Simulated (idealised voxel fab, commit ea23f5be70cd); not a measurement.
process module | voxel self aligned vias
cross-section cut | 245 nm wide | cells 5 nm
A cross-section is a grid of square cells, given in bands from the top down. A band is one or more rows of cells.
Each band's line starts with the height of the band's top and of its bottom, in nm. Then come its materials from left to right, each with its width in nm. One material with "throughout" fills the band from edge to edge. "air" is empty space.
Height 0 is the level under which the wafer as received is all one material. The lowest band goes on downwards, as in "0 down".
A width such as "30 to 40" changes by the same amount from each row of cells to the next, from the band's top row to its bottom row.
"no change" after a step means that no cell of the cross-section changed.
closed voids: empty space of 8 cells or more with no open way to the top, each as width x height at its distance from the left edge, in nm
after a step's settings: what the simulator itself notes on the step
overlay nm, on a step with a mask: how far to the right of its planned place the mask lay; to the left if negative
plan
1 op RECEIVE | material Si
2 op CONFORMAL_DEP | material SiO2 | thk nm 15
3 op CONFORMAL_DEP | material SiCN | thk nm 5
4 op DIRECTIONAL_DEP | material lowk | thk nm 25
5 op DIRECTIONAL_DEP | material aC | thk nm 15
6 op PATTERN | tone open | mask id LINES | material resist | width nm 20 | pitch nm 70 | thk nm 30 | overlay nm 0
7 op DIRECTIONAL_ETCH | etch materials aC | depth nm 15
8 op STRIP | etch materials resist
9 op DIRECTIONAL_ETCH | etch materials lowk | depth nm 25
10 op STRIP | etch materials aC
11 op CONFORMAL_DEP | material TiN | thk nm 5
12 op FILL_DEP | material W | thk nm 10
13 op CMP | height nm 45
14 op SELECTIVE_ETCH | etch materials W Ru TiN | depth nm 10
15 op FILL_DEP | material SiN | thk nm 5
16 op CMP | height nm 45
17 op DIRECTIONAL_DEP | material lowk | thk nm 20
18 op DIRECTIONAL_DEP | material aC | thk nm 15
19 op PATTERN | tone open | mask id VIAS | material resist | width nm 40 | pitch nm 70 | thk nm 35 | overlay nm 0
20 op DIRECTIONAL_ETCH | etch materials aC | depth nm 15
21 op STRIP | etch materials resist
22 op DIRECTIONAL_ETCH | etch materials lowk | depth nm 20
23 op DIRECTIONAL_ETCH | etch materials SiN | depth nm 10
24 op STRIP | etch materials aC
25 op CONFORMAL_DEP | material TiN | thk nm 5
26 op FILL_DEP | material Cu | thk nm 5
27 op CMP | height nm 65
28 op CONFORMAL_DEP | material SiCN | thk nm 5
as received, after step 1
  0 down: Si throughout
  closed voids: none
first wafer at the end, as planned
  70 to 65: SiCN throughout
  65 to 50: lowk 30 | TiN 5 | Cu 30 | TiN 5 | lowk 30 | TiN 5 | Cu 30 | TiN 5 | lowk 30 | TiN 5 | Cu 30 | TiN 5 | lowk 35
  50 to 40: lowk 30 to 40 | TiN 15 to 5 | Cu 10 | TiN 15 to 5 | lowk 30 to 50 | TiN 15 to 5 | Cu 10 | TiN 15 to 5 | lowk 30 to 50 | TiN 15 to 5 | Cu 10 | TiN 15 to 5 | lowk 35 to 45
  40 to 35: lowk 40 | TiN 20 | lowk 50 | TiN 20 | lowk 50 | TiN 20 | lowk 45
  35 to 25: lowk 40 | TiN 5 | W 10 | TiN 5 | lowk 50 | TiN 5 | W 10 | TiN 5 | lowk 50 | TiN 5 | W 10 | TiN 5 | lowk 45
  25 to 20: lowk 40 | TiN 20 | lowk 50 | TiN 20 | lowk 50 | TiN 20 | lowk 45
  20 to 15: SiCN throughout
  15 to 0: SiO2 throughout
  0 down: Si throughout
  closed voids: none
second wafer at the end: like start, like plan, one mistake
  70 to 65: SiCN throughout
  65 to 45: lowk 30 | TiN 5 | Cu 30 | TiN 5 | lowk 30 | TiN 5 | Cu 30 | TiN 5 | lowk 30 | TiN 5 | Cu 30 | TiN 5 | lowk 35
  45 to 40: SiN 30 | TiN 15 | Cu 10 | TiN 15 | SiN 30 | TiN 15 | Cu 10 | TiN 15 | SiN 30 | TiN 15 | Cu 10 | TiN 15 | SiN 35
  40 to 35: lowk 40 | TiN 20 | lowk 50 | TiN 20 | lowk 50 | TiN 20 | lowk 45
  35 to 20: lowk 40 | TiN 5 | W 10 | TiN 5 | lowk 50 | TiN 5 | W 10 | TiN 5 | lowk 50 | TiN 5 | W 10 | TiN 5 | lowk 45
  20 to 15: lowk 40 | TiN 20 | lowk 50 | TiN 20 | lowk 50 | TiN 20 | lowk 45
  15 to 0: SiO2 throughout
  0 down: Si throughout
  closed voids: none
what went wrong: step 3 was left out
at the end the second wafer has, in cells: 12 more of Cu | 49 fewer of SiCN | 25 more of SiN | 6 more of TiN | 6 more of W
